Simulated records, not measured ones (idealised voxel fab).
Process module name: voxel lift off
This is section cut - it's 215 nm across, gridded in 5 nm square cells.
A cross-section is written here as square cells arranged in a grid, and it is given in bands from the top down, each band taking up one or more rows of cells.
Band: top height; bottom height; in nm. Then, left to right: material with width in nm, for each material. "throughout": a single material spanning edge to edge. "blank": empty space.
Basically, 0 is our baseline, since under it the wafer straight out of the box is all one material. The bottom band has no lower end and keeps on going down, so it looks like "0 -> down".
Think of "30->40" as a width that walks from the first number to the second as you go down the band, top row to bottom row, taking equal-sized steps from row to row.
"no modifications" for a step: no cell of the cross-section changed in that step.
Each empty space that has no open way to the top and spans at least 8 cells appears under "Closed void register" as width x height at distance, the distance counted from the left edge, all in nm.
What comes after the settings on a step's line is commentary from the simulator itself on that step.
overlay nm: mask right of planned place by this much (step with mask). Neg. = left.
-- Planned step list for the process
1,RECEIVE, material Si
2,CONFORMAL_DEP, material Al2O3, thk nm 5
3,PATTERN, tone open, mask id LINES, material resist, width nm 25, pitch nm 40, thk nm 20, overlay nm 0
4,DIRECTIONAL_DEP, material Ru, thk nm 10
5,STRIP, etch materials resist
6,CONFORMAL_DEP, material SiCN, thk nm 5
Every wafer here starts from the same state; it is the step 2 thk nm that distinguishes them, and the value the plan gives belongs to the first wafer.
-- Here's the first of the wafers in cross-section, just as we got it, i.e. after step 1
- 0 -> down = Si throughout
- Closed void register: none
-- Module end state after final step 6: cross-section of the first of several wafers
- 20 -> 15 = 30 nm blank | 35 nm SiCN | 5 nm blank | 35 nm SiCN | 5 nm blank | 35 nm SiCN | 5 nm blank | 35 nm SiCN | 30 nm blank
- 15 -> 10 = 30 nm blank | 5 nm SiCN | 25 nm Ru | 5 nm SiCN | 5 nm blank | 5 nm SiCN | 25 nm Ru | 5 nm SiCN | 5 nm blank | 5 nm SiCN | 25 nm Ru | 5 nm SiCN | 5 nm blank | 5 nm SiCN | 25 nm Ru | 5 nm SiCN | 30 nm blank
- 10 -> 5 = 35 nm SiCN | 25 nm Ru | 15 nm SiCN | 25 nm Ru | 15 nm SiCN | 25 nm Ru | 15 nm SiCN | 25 nm Ru | 35 nm SiCN
- 5 -> 0 = Al2O3 throughout
- 0 -> down = Si throughout
- Closed void register: none
-- End of module: cross-section, last of several wafers
- 35 -> 30 = 30 nm blank | 35 nm SiCN | 5 nm blank | 35 nm SiCN | 5 nm blank | 35 nm SiCN | 5 nm blank | 35 nm SiCN | 30 nm blank
- 30 -> 25 = 30 nm blank | 5 nm SiCN | 25 nm Ru | 5 nm SiCN | 5 nm blank | 5 nm SiCN | 25 nm Ru | 5 nm SiCN | 5 nm blank | 5 nm SiCN | 25 nm Ru | 5 nm SiCN | 5 nm blank | 5 nm SiCN | 25 nm Ru | 5 nm SiCN | 30 nm blank
- 25 -> 20 = 35 nm SiCN | 25 nm Ru | 15 nm SiCN | 25 nm Ru | 15 nm SiCN | 25 nm Ru | 15 nm SiCN | 25 nm Ru | 35 nm SiCN
- 20 -> 0 = Al2O3 throughout
- 0 -> down = Si throughout
- Closed void register: none
-- Every row in this table is a wafer at the end of the module, and it gives, for each of the materials, the cells that wafer has gained (+) or lost (-) since it was received, then its closed voids
thk nm 5, +43 Al2O3, +40 Ru, +59 SiCN, Closed void register: none
thk nm 10, +86 Al2O3, +40 Ru, +59 SiCN, Closed void register: none
thk nm 15, +129 Al2O3, +40 Ru, +59 SiCN, Closed void register: none
thk nm 20, +172 Al2O3, +40 Ru, +59 SiCN, Closed void register: none
